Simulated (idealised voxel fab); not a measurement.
voxel gate over fins: a process module
280 nm wide, 5 nm square cells: that's cross-section cut.
For the purposes of this document, a cross-section shall be understood as a grid of square cells, specified as bands listed in top-to-bottom order, each band consisting of one or more rows of cells.
What a band's entry tells you: where the top is and where the bottom is, as heights in nm, and after that what lies inside, material by material from left to right, each with its width in nm. Empty space is written as the word "blank", and a single material marked with the word "everywhere" occupies the band from edge to edge.
A quick word on heights: they are counted from 0, and under that level the wafer as it came to us is one material throughout. The lowest band is different from the rest in having no bottom; it simply continues downward, written as in "0 nm and below".
The notation "30..40" denotes a width that varies across the rows of cells in the band, beginning at the first number in the top row, finishing at the second number in the bottom row, and changing by an identical amount from each row to the next.
It should be understood that the words "no change", when stated for a given step, signify that the cross-section underwent no change in any of its cells during that step.
So "Tabulated closed voids" is basically the list of trapped voids: any empty space of 8 cells or more that can't reach the top through an opening. They're written width x height at distance, the distance being from the left edge, and it's all nm.
after a step's settings: what the simulator itself notes on the step
The optional step-line setting "overlay nm" applies to steps with a mask and quantifies how far to the right of its planned location the mask lay, a negative value indicating leftward placement.
Intended process steps:
- 1: RECEIVE,material Si
- 2: CONFORMAL_DEP,material SiN,thk nm 5
- 3: PATTERN,tone cover,mask id FINS,material resist,width nm 15,pitch nm 45,thk nm 20,overlay nm 0
- 4: DIRECTIONAL_ETCH,etch materials SiN,depth nm 5
- 5: DIRECTIONAL_ETCH,etch materials Si,depth nm 30
- 6: STRIP,etch materials resist
- 7: FILL_DEP,material SiO2,thk nm 5
- 8: CMP,height nm 5
- 9: SELECTIVE_ETCH,etch materials SiO2,depth nm 15
- 10: STRIP,etch materials SiN
- 11: CONFORMAL_DEP,material HfO2,thk nm 5
- 12: CONFORMAL_DEP,material TiN,thk nm 5
- 13: FILL_DEP,material W,thk nm 10
- 14: CMP,height nm 15
- 15: CONFORMAL_DEP,material SiCN,thk nm 5
First of the two wafers, run per plan:
Cross-section of the wafer as it came to us, i.e., already through step 1:
    0 nm and below  Si everywhere
    Tabulated closed voids: none
Cross-section of the wafer subsequent to step 2:
    5 nm to 0 nm  SiN everywhere
    Lower than 0, everything is as it was.
Cross-section of the wafer subsequent to step 3:
    25 nm to 5 nm  blank: 110 / resist: 15 / blank: 30 / resist: 15 / blank: 110
    Lower than 5, everything is as it was.
Cross-section of the wafer subsequent to step 4:
    25 nm to 5 nm  blank: 110 / resist: 15 / blank: 30 / resist: 15 / blank: 110
    5 nm to 0 nm  blank: 110 / SiN: 15 / blank: 30 / SiN: 15 / blank: 110
    Lower than 0, everything is as it was.
Cross-section of the wafer subsequent to step 5:
    25 nm to 5 nm  blank: 110 / resist: 15 / blank: 30 / resist: 15 / blank: 110
    5 nm to 0 nm  blank: 110 / SiN: 15 / blank: 30 / SiN: 15 / blank: 110
    0 nm to -30 nm  blank: 110 / Si: 15 / blank: 30 / Si: 15 / blank: 110
    Lower than -30, everything is as it was.
Cross-section of the wafer subsequent to step 6:
    5 nm to 0 nm  blank: 110 / SiN: 15 / blank: 30 / SiN: 15 / blank: 110
    Lower than 0, everything is as it was.
Cross-section of the wafer subsequent to step 7:
    10 nm to 5 nm  SiO2 everywhere
    5 nm to 0 nm  SiO2: 110 / SiN: 15 / SiO2: 30 / SiN: 15 / SiO2: 110
    0 nm to -30 nm  SiO2: 110 / Si: 15 / SiO2: 30 / Si: 15 / SiO2: 110
    Lower than -30, everything is as it was.
Cross-section of the wafer subsequent to step 8:
    5 nm to 0 nm  SiO2: 110 / SiN: 15 / SiO2: 30 / SiN: 15 / SiO2: 110
    Lower than 0, everything is as it was.
Cross-section of the wafer subsequent to step 9:
    5 nm to 0 nm  blank: 110 / SiN: 15 / blank: 30 / SiN: 15 / blank: 110
    0 nm to -10 nm  blank: 110 / Si: 15 / blank: 30 / Si: 15 / blank: 110
    Lower than -10, everything is as it was.
Cross-section of the wafer subsequent to step 10:
    0 nm to -10 nm  blank: 110 / Si: 15 / blank: 30 / Si: 15 / blank: 110
    Lower than -10, everything is as it was.
Cross-section of the wafer subsequent to step 11:
    5 nm to 0 nm  blank: 105 / HfO2: 25 / blank: 20 / HfO2: 25 / blank: 105
    0 nm to -5 nm  blank: 105 / HfO2: 5 / Si: 15 / HfO2: 5 / blank: 20 / HfO2: 5 / Si: 15 / HfO2: 5 / blank: 105
    -5 nm to -10 nm  HfO2: 110 / Si: 15 / HfO2: 30 / Si: 15 / HfO2: 110
    Lower than -10, everything is as it was.
Cross-section of the wafer subsequent to step 12:
    10 nm to 5 nm  blank: 100 / TiN: 35 / blank: 10 / TiN: 35 / blank: 100
    5 nm to 0 nm  blank: 100 / TiN: 5 / HfO2: 25 / TiN: 5 / blank: 10 / TiN: 5 / HfO2: 25 / TiN: 5 / blank: 100
    0 nm to -5 nm  TiN: 105 / HfO2: 5 / Si: 15 / HfO2: 5 / TiN: 20 / HfO2: 5 / Si: 15 / HfO2: 5 / TiN: 105
    Lower than -5, everything is as it was.
Cross-section of the wafer subsequent to step 13:
    20 nm to 10 nm  W everywhere
    10 nm to 5 nm  W: 100 / TiN: 35 / W: 10 / TiN: 35 / W: 100
    5 nm to 0 nm  W: 100 / TiN: 5 / HfO2: 25 / TiN: 5 / W: 10 / TiN: 5 / HfO2: 25 / TiN: 5 / W: 100
    Lower than 0, everything is as it was.
Cross-section of the wafer subsequent to step 14:
    15 nm to 10 nm  W everywhere
    Lower than 10, everything is as it was.
Cross-section of the wafer subsequent to step 15:
    20 nm to 15 nm  SiCN everywhere
    Lower than 15, everything is as it was.
Second wafer, same starting state and plan as the first, one mistake in the run, identical through step 2:
Look at the second wafer in cross-section at the time step 3 ought to have finished:
    25 nm to 5 nm  blank: 105 / resist: 25 / blank: 20 / resist: 25 / blank: 105
    Lower than 5, everything is as it was.
Look at the second wafer in cross-section at the time step 4 ought to have finished:
    25 nm to 5 nm  blank: 105 / resist: 25 / blank: 20 / resist: 25 / blank: 105
    5 nm to 0 nm  blank: 105 / SiN: 25 / blank: 20 / SiN: 25 / blank: 105
    Lower than 0, everything is as it was.
Look at the second wafer in cross-section at the time step 5 ought to have finished:
    25 nm to 5 nm  blank: 105 / resist: 25 / blank: 20 / resist: 25 / blank: 105
    5 nm to 0 nm  blank: 105 / SiN: 25 / blank: 20 / SiN: 25 / blank: 105
    0 nm to -30 nm  blank: 105 / Si: 25 / blank: 20 / Si: 25 / blank: 105
    Lower than -30, everything is as it was.
Look at the second wafer in cross-section at the time step 6 ought to have finished:
    5 nm to 0 nm  blank: 105 / SiN: 25 / blank: 20 / SiN: 25 / blank: 105
    Lower than 0, everything is as it was.
Look at the second wafer in cross-section at the time step 7 ought to have finished:
    10 nm to 5 nm  SiO2 everywhere
    5 nm to 0 nm  SiO2: 105 / SiN: 25 / SiO2: 20 / SiN: 25 / SiO2: 105
    0 nm to -30 nm  SiO2: 105 / Si: 25 / SiO2: 20 / Si: 25 / SiO2: 105
    Lower than -30, everything is as it was.
Look at the second wafer in cross-section at the time step 8 ought to have finished:
    5 nm to 0 nm  SiO2: 105 / SiN: 25 / SiO2: 20 / SiN: 25 / SiO2: 105
    Lower than 0, everything is as it was.
Look at the second wafer in cross-section at the time step 9 ought to have finished:
    5 nm to 0 nm  blank: 105 / SiN: 25 / blank: 20 / SiN: 25 / blank: 105
    0 nm to -10 nm  blank: 105 / Si: 25 / blank: 20 / Si: 25 / blank: 105
    Lower than -10, everything is as it was.
Look at the second wafer in cross-section at the time step 10 ought to have finished:
    0 nm to -10 nm  blank: 105 / Si: 25 / blank: 20 / Si: 25 / blank: 105
    Lower than -10, everything is as it was.
Look at the second wafer in cross-section at the time step 11 ought to have finished:
    5 nm to 0 nm  blank: 100 / HfO2: 35 / blank: 10 / HfO2: 35 / blank: 100
    0 nm to -5 nm  blank: 100 / HfO2: 5 / Si: 25 / HfO2: 5 / blank: 10 / HfO2: 5 / Si: 25 / HfO2: 5 / blank: 100
    -5 nm to -10 nm  HfO2: 105 / Si: 25 / HfO2: 20 / Si: 25 / HfO2: 105
    Lower than -10, everything is as it was.
Look at the second wafer in cross-section at the time step 12 ought to have finished:
    10 nm to 5 nm  blank: 95 / TiN: 90 / blank: 95
    5 nm to 0 nm  blank: 95 / TiN: 5 / HfO2: 35 / TiN: 10 / HfO2: 35 / TiN: 5 / blank: 95
    0 nm to -5 nm  TiN: 100 / HfO2: 5 / Si: 25 / HfO2: 5 / TiN: 10 / HfO2: 5 / Si: 25 / HfO2: 5 / TiN: 100
    Lower than -5, everything is as it was.
Look at the second wafer in cross-section at the time step 13 ought to have finished:
    20 nm to 10 nm  W everywhere
    10 nm to 5 nm  W: 95 / TiN: 90 / W: 95
    5 nm to 0 nm  W: 95 / TiN: 5 / HfO2: 35 / TiN: 10 / HfO2: 35 / TiN: 5 / W: 95
    Lower than 0, everything is as it was.
Look at the second wafer in cross-section at the time step 14 ought to have finished:
    15 nm to 10 nm  W everywhere
    Lower than 10, everything is as it was.
Look at the second wafer in cross-section at the time step 15 ought to have finished:
    20 nm to 15 nm  SiCN everywhere
    Lower than 15, everything is as it was.
The plan and the run diverged here: it should be noted that step 3 was executed with settings other than those planned, the operation and settings actually applied being PATTERN,tone cover,mask id FINS,material resist,width nm 25,pitch nm 45,thk nm 20,overlay nm 0
The second wafer ends with more or fewer cells of some materials than the first, per final count: 24 more of Si | 16 fewer of SiO2 | 8 fewer of W
